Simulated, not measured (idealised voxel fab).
Process module, titled voxel spacer lines
Cross-sectional view cut (width: 300 nm; square cell size: 5 nm).
Bands, listed from the top down, are how a cross-section gets written in this document; the cross-section itself is a grid of square cells, and a band is one or more rows of them. Band: top height; bottom height; in nm. Then, left to right: material with width in nm, for each material. "everywhere": a single material spanning edge to edge. "empty": empty space. Convention: height 0 is the level below which the wafer, as received, is all one material. The lowest band does not terminate at the bottom but continues downward, represented as "top 0, no bottom". A width given as "30->40" starts at the first number in the band's top row and ends at the second number in its bottom row, shifting by an equal amount at every step from row to row. "remained the same" for a step: no cell of the cross-section changed in that step. So "Sealed void listing" is basically the list of trapped voids: any empty space of 8 cells or more that can't reach the top through an opening. They're written width x height at distance, the distance being from the left edge, and it's all nm. Anything after a step's settings on that line? It's the simulator's own note about the step. The setting "overlay nm" may be written on the line of a step. When the step uses a mask, the value reports how far to the right of the planned place the mask lay, and a negative value reports that it lay to the left.
List of planned process steps:
step 1: RECEIVE with material Si
step 2: CONFORMAL_DEP with material Al2O3, thk nm 10
step 3: DIRECTIONAL_DEP with material TiN, thk nm 15
step 4: DIRECTIONAL_DEP with material aC, thk nm 30
step 5: PATTERN with tone cover, mask id MANDREL, material resist, width nm 20, pitch nm 60, thk nm 35, overlay nm 0
step 6: DIRECTIONAL_ETCH with etch materials aC, depth nm 30
step 7: STRIP with etch materials resist
step 8: CONFORMAL_DEP with material SiO2, thk nm 10
step 9: DIRECTIONAL_ETCH with etch materials SiO2, depth nm 10
step 10: STRIP with etch materials aC
step 11: DIRECTIONAL_ETCH with etch materials TiN, depth nm 15
step 12: STRIP with etch materials SiO2
First of two wafers - as planned:
Received-state cross-section, reflecting completion of step 1:
> top 0, no bottom = Si everywhere
> Sealed void listing: none
State of the wafer after step 2, shown in cross-section:
> top 10, bottom 0 = Al2O3 everywhere
> below 0: unchanged
State of the wafer after step 3, shown in cross-section:
> top 25, bottom 10 = TiN everywhere
> below 10: unchanged
State of the wafer after step 4, shown in cross-section:
> top 55, bottom 25 = aC everywhere
> below 25: unchanged
State of the wafer after step 5, shown in cross-section:
> top 90, bottom 55 = empty (80) / resist (20) / empty (40) / resist (20) / empty (40) / resist (20) / empty (80)
> below 55: unchanged
State of the wafer after step 6, shown in cross-section:
> top 60, bottom 55 = empty (80) / resist (20) / empty (40) / resist (20) / empty (40) / resist (20) / empty (80)
> top 55, bottom 25 = empty (80) / aC (20) / empty (40) / aC (20) / empty (40) / aC (20) / empty (80)
> below 25: unchanged
State of the wafer after step 7, shown in cross-section:
> top 55, bottom 25 = empty (80) / aC (20) / empty (40) / aC (20) / empty (40) / aC (20) / empty (80)
> below 25: unchanged
State of the wafer after step 8, shown in cross-section:
> top 65, bottom 55 = empty (70) / SiO2 (40) / empty (20) / SiO2 (40) / empty (20) / SiO2 (40) / empty (70)
> top 55, bottom 35 = empty (70) / SiO2 (10) / aC (20) / SiO2 (10) / empty (20) / SiO2 (10) / aC (20) / SiO2 (10) / empty (20) / SiO2 (10) / aC (20) / SiO2 (10) / empty (70)
> top 35, bottom 25 = SiO2 (80) / aC (20) / SiO2 (40) / aC (20) / SiO2 (40) / aC (20) / SiO2 (80)
> below 25: unchanged
State of the wafer after step 9, shown in cross-section:
> top 55, bottom 25 = empty (70) / SiO2 (10) / aC (20) / SiO2 (10) / empty (20) / SiO2 (10) / aC (20) / SiO2 (10) / empty (20) / SiO2 (10) / aC (20) / SiO2 (10) / empty (70)
> below 25: unchanged
State of the wafer after step 10, shown in cross-section:
> top 55, bottom 25 = empty (70) / SiO2 (10) / empty (20) / SiO2 (10) / empty (20) / SiO2 (10) / empty (20) / SiO2 (10) / empty (20) / SiO2 (10) / empty (20) / SiO2 (10) / empty (70)
> below 25: unchanged
State of the wafer after step 11, shown in cross-section:
> top 55, bottom 25 = empty (70) / SiO2 (10) / empty (20) / SiO2 (10) / empty (20) / SiO2 (10) / empty (20) / SiO2 (10) / empty (20) / SiO2 (10) / empty (20) / SiO2 (10) / empty (70)
> top 25, bottom 10 = empty (70) / TiN (10) / empty (20) / TiN (10) / empty (20) / TiN (10) / empty (20) / TiN (10) / empty (20) / TiN (10) / empty (20) / TiN (10) / empty (70)
> below 10: unchanged
State of the wafer after step 12, shown in cross-section:
> top 25, bottom 10 = empty (70) / TiN (10) / empty (20) / TiN (10) / empty (20) / TiN (10) / empty (20) / TiN (10) / empty (20) / TiN (10) / empty (20) / TiN (10) / empty (70)
> below 10: unchanged
Wafer two of two - same starting point, same process plan, one mistake in execution; matches wafer one up to and including step 2:
Cross-section of the second wafer at the time step 3 of the plan should have ended:
> top 40, bottom 10 = TiN everywhere
> below 10: unchanged
Cross-section of the second wafer at the time step 4 of the plan should have ended:
> top 70, bottom 40 = aC everywhere
> below 40: unchanged
Cross-section of the second wafer at the time step 5 of the plan should have ended:
> top 105, bottom 70 = empty (80) / resist (20) / empty (40) / resist (20) / empty (40) / resist (20) / empty (80)
> below 70: unchanged
Cross-section of the second wafer at the time step 6 of the plan should have ended:
> top 75, bottom 70 = empty (80) / resist (20) / empty (40) / resist (20) / empty (40) / resist (20) / empty (80)
> top 70, bottom 40 = empty (80) / aC (20) / empty (40) / aC (20) / empty (40) / aC (20) / empty (80)
> below 40: unchanged
Cross-section of the second wafer at the time step 7 of the plan should have ended:
> top 70, bottom 40 = empty (80) / aC (20) / empty (40) / aC (20) / empty (40) / aC (20) / empty (80)
> below 40: unchanged
Cross-section of the second wafer at the time step 8 of the plan should have ended:
> top 80, bottom 70 = empty (70) / SiO2 (40) / empty (20) / SiO2 (40) / empty (20) / SiO2 (40) / empty (70)
> top 70, bottom 50 = empty (70) / SiO2 (10) / aC (20) / SiO2 (10) / empty (20) / SiO2 (10) / aC (20) / SiO2 (10) / empty (20) / SiO2 (10) / aC (20) / SiO2 (10) / empty (70)
> top 50, bottom 40 = SiO2 (80) / aC (20) / SiO2 (40) / aC (20) / SiO2 (40) / aC (20) / SiO2 (80)
> below 40: unchanged
Cross-section of the second wafer at the time step 9 of the plan should have ended:
> top 70, bottom 40 = empty (70) / SiO2 (10) / aC (20) / SiO2 (10) / empty (20) / SiO2 (10) / aC (20) / SiO2 (10) / empty (20) / SiO2 (10) / aC (20) / SiO2 (10) / empty (70)
> below 40: unchanged
Cross-section of the second wafer at the time step 10 of the plan should have ended:
> top 70, bottom 40 = empty (70) / SiO2 (10) / empty (20) / SiO2 (10) / empty (20) / SiO2 (10) / empty (20) / SiO2 (10) / empty (20) / SiO2 (10) / empty (20) / SiO2 (10) / empty (70)
> below 40: unchanged
Cross-section of the second wafer at the time step 11 of the plan should have ended:
> top 70, bottom 40 = empty (70) / SiO2 (10) / empty (20) / SiO2 (10) / empty (20) / SiO2 (10) / empty (20) / SiO2 (10) / empty (20) / SiO2 (10) / empty (20) / SiO2 (10) / empty (70)
> top 40, bottom 25 = empty (70) / TiN (10) / empty (20) / TiN (10) / empty (20) / TiN (10) / empty (20) / TiN (10) / empty (20) / TiN (10) / empty (20) / TiN (10) / empty (70)
> below 25: unchanged
Cross-section of the second wafer at the time step 12 of the plan should have ended:
> top 40, bottom 25 = empty (70) / TiN (10) / empty (20) / TiN (10) / empty (20) / TiN (10) / empty (20) / TiN (10) / empty (20) / TiN (10) / empty (20) / TiN (10) / empty (70)
> below 25: unchanged
The plan and the run diverged here: in the plan, step 3 was performed twice
It is noted that, at the conclusion of processing, the second wafer exhibits a higher or lower cell count for certain materials relative to the first: 180 more of TiN
